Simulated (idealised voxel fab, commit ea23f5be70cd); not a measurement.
Title: Process Module voxel spacer lines
We display cut, a cross-section 225 nm in width whose square cells are each 5 nm.
Throughout this document, each cross-section is represented as a grid of square cells and is presented as a sequence of bands enumerated from the top downward, where a band comprises one or more rows of cells. Band: top height; bottom height; in nm. Then, left to right: material with width in nm, for each material. "everywhere": a single material spanning edge to edge. "air": empty space. For the purposes of this specification, 0 denotes the height below which the wafer in its as-received condition is composed wholly of one material, and the lowermost band, lacking a lower limit, extends downward without end, as expressed in "0 and below". Width: "30 to 40" (first number = top row, second number = bottom row, same change from row to row of cells). "stayed the same" (step): cross-section cells unchanged, all of them. "Completely sealed voids" contains a list of empty spaces, each no smaller than 8 cells and without an open way to the top, written in the form width x height at distance with the distance from the left edge and all three in nm. Note: text after step settings on the step line = simulator remark on that step. The line of a step may include "overlay nm". On a step with a mask, this value is how far to the right of its planned place the mask lay. A negative value means the mask lay to the left.

## Process steps foreseen in the plan
step 1: RECEIVE with material Si
step 2: CONFORMAL_DEP with material Al2O3, thk nm 10
step 3: DIRECTIONAL_DEP with material polySi, thk nm 15
step 4: DIRECTIONAL_DEP with material aC, thk nm 30
step 5: PATTERN with tone cover, mask id MANDREL, material resist, width nm 20, pitch nm 60, thk nm 35, overlay nm 0
step 6: DIRECTIONAL_ETCH with etch materials aC, depth nm 30
step 7: STRIP with etch materials resist
step 8: CONFORMAL_DEP with material SiO2, thk nm 10
step 9: DIRECTIONAL_ETCH with etch materials SiO2, depth nm 10
step 10: STRIP with etch materials aC
step 11: DIRECTIONAL_ETCH with etch materials polySi, depth nm 15
step 12: STRIP with etch materials SiO2

## First of two wafers - as planned

## So this is the incoming wafer in cross-section - it's already been through step 1
    0 and below: Si everywhere
    Completely sealed voids: none

## Cross-sectional representation of the wafer at the conclusion of step 2
    10 down to 0: Al2O3 everywhere
    Beneath the level 0, the cross-section is identical to its previous state.

## Cross-sectional representation of the wafer at the conclusion of step 3
    25 down to 10: polySi everywhere
    Beneath the level 10, the cross-section is identical to its previous state.

## Cross-sectional representation of the wafer at the conclusion of step 4
    55 down to 25: aC everywhere
    Beneath the level 25, the cross-section is identical to its previous state.

## Cross-sectional representation of the wafer at the conclusion of step 5
    90 down to 55: air: 70, then resist: 20, then air: 40, then resist: 20, then air: 75
    Beneath the level 55, the cross-section is identical to its previous state.

## Cross-sectional representation of the wafer at the conclusion of step 6
    60 down to 55: air: 70, then resist: 20, then air: 40, then resist: 20, then air: 75
    55 down to 25: air: 70, then aC: 20, then air: 40, then aC: 20, then air: 75
    Beneath the level 25, the cross-section is identical to its previous state.

## Cross-sectional representation of the wafer at the conclusion of step 7
    55 down to 25: air: 70, then aC: 20, then air: 40, then aC: 20, then air: 75
    Beneath the level 25, the cross-section is identical to its previous state.

## Cross-sectional representation of the wafer at the conclusion of step 8
    65 down to 55: air: 60, then SiO2: 40, then air: 20, then SiO2: 40, then air: 65
    55 down to 35: air: 60, then SiO2: 10, then aC: 20, then SiO2: 10, then air: 20, then SiO2: 10, then aC: 20, then SiO2: 10, then air: 65
    35 down to 25: SiO2: 70, then aC: 20, then SiO2: 40, then aC: 20, then SiO2: 75
    Beneath the level 25, the cross-section is identical to its previous state.

## Cross-sectional representation of the wafer at the conclusion of step 9
    55 down to 25: air: 60, then SiO2: 10, then aC: 20, then SiO2: 10, then air: 20, then SiO2: 10, then aC: 20, then SiO2: 10, then air: 65
    Beneath the level 25, the cross-section is identical to its previous state.

## Cross-sectional representation of the wafer at the conclusion of step 10
    55 down to 25: air: 60, then SiO2: 10, then air: 20, then SiO2: 10, then air: 20, then SiO2: 10, then air: 20, then SiO2: 10, then air: 65
    Beneath the level 25, the cross-section is identical to its previous state.

## Cross-sectional representation of the wafer at the conclusion of step 11
    55 down to 25: air: 60, then SiO2: 10, then air: 20, then SiO2: 10, then air: 20, then SiO2: 10, then air: 20, then SiO2: 10, then air: 65
    25 down to 10: air: 60, then polySi: 10, then air: 20, then polySi: 10, then air: 20, then polySi: 10, then air: 20, then polySi: 10, then air: 65
    Beneath the level 10, the cross-section is identical to its previous state.

## Cross-sectional representation of the wafer at the conclusion of step 12
    25 down to 10: air: 60, then polySi: 10, then air: 20, then polySi: 10, then air: 20, then polySi: 10, then air: 20, then polySi: 10, then air: 65
    Beneath the level 10, the cross-section is identical to its previous state.

## Second wafer, same starting state and plan as the first, one mistake in the run, identical through step 4

## At the planned end of step 5, the second wafer in cross-section
    90 down to 55: air: 75, then resist: 15, then air: 45, then resist: 15, then air: 75
    Beneath the level 55, the cross-section is identical to its previous state.

## At the planned end of step 6, the second wafer in cross-section
    60 down to 55: air: 75, then resist: 15, then air: 45, then resist: 15, then air: 75
    55 down to 25: air: 75, then aC: 15, then air: 45, then aC: 15, then air: 75
    Beneath the level 25, the cross-section is identical to its previous state.

## At the planned end of step 7, the second wafer in cross-section
    55 down to 25: air: 75, then aC: 15, then air: 45, then aC: 15, then air: 75
    Beneath the level 25, the cross-section is identical to its previous state.

## At the planned end of step 8, the second wafer in cross-section
    65 down to 55: air: 65, then SiO2: 35, then air: 25, then SiO2: 35, then air: 65
    55 down to 35: air: 65, then SiO2: 10, then aC: 15, then SiO2: 10, then air: 25, then SiO2: 10, then aC: 15, then SiO2: 10, then air: 65
    35 down to 25: SiO2: 75, then aC: 15, then SiO2: 45, then aC: 15, then SiO2: 75
    Beneath the level 25, the cross-section is identical to its previous state.

## At the planned end of step 9, the second wafer in cross-section
    55 down to 25: air: 65, then SiO2: 10, then aC: 15, then SiO2: 10, then air: 25, then SiO2: 10, then aC: 15, then SiO2: 10, then air: 65
    Beneath the level 25, the cross-section is identical to its previous state.

## At the planned end of step 10, the second wafer in cross-section
    55 down to 25: air: 65, then SiO2: 10, then air: 15, then SiO2: 10, then air: 25, then SiO2: 10, then air: 15, then SiO2: 10, then air: 65
    Beneath the level 25, the cross-section is identical to its previous state.

## At the planned end of step 11, the second wafer in cross-section
    55 down to 25: air: 65, then SiO2: 10, then air: 15, then SiO2: 10, then air: 25, then SiO2: 10, then air: 15, then SiO2: 10, then air: 65
    25 down to 10: air: 65, then polySi: 10, then air: 15, then polySi: 10, then air: 25, then polySi: 10, then air: 15, then polySi: 10, then air: 65
    Beneath the level 10, the cross-section is identical to its previous state.

## At the planned end of step 12, the second wafer in cross-section
    25 down to 10: air: 65, then polySi: 10, then air: 15, then polySi: 10, then air: 25, then polySi: 10, then air: 15, then polySi: 10, then air: 65
    Beneath the level 10, the cross-section is identical to its previous state.
Error vs. plan: contrary to plan, step 5 was performed as PATTERN with tone cover, mask id MANDREL, material resist, width nm 15, pitch nm 60, thk nm 35, overlay nm 0
The two final wafers agree on how many cells each material fills and disagree on which cells those are.
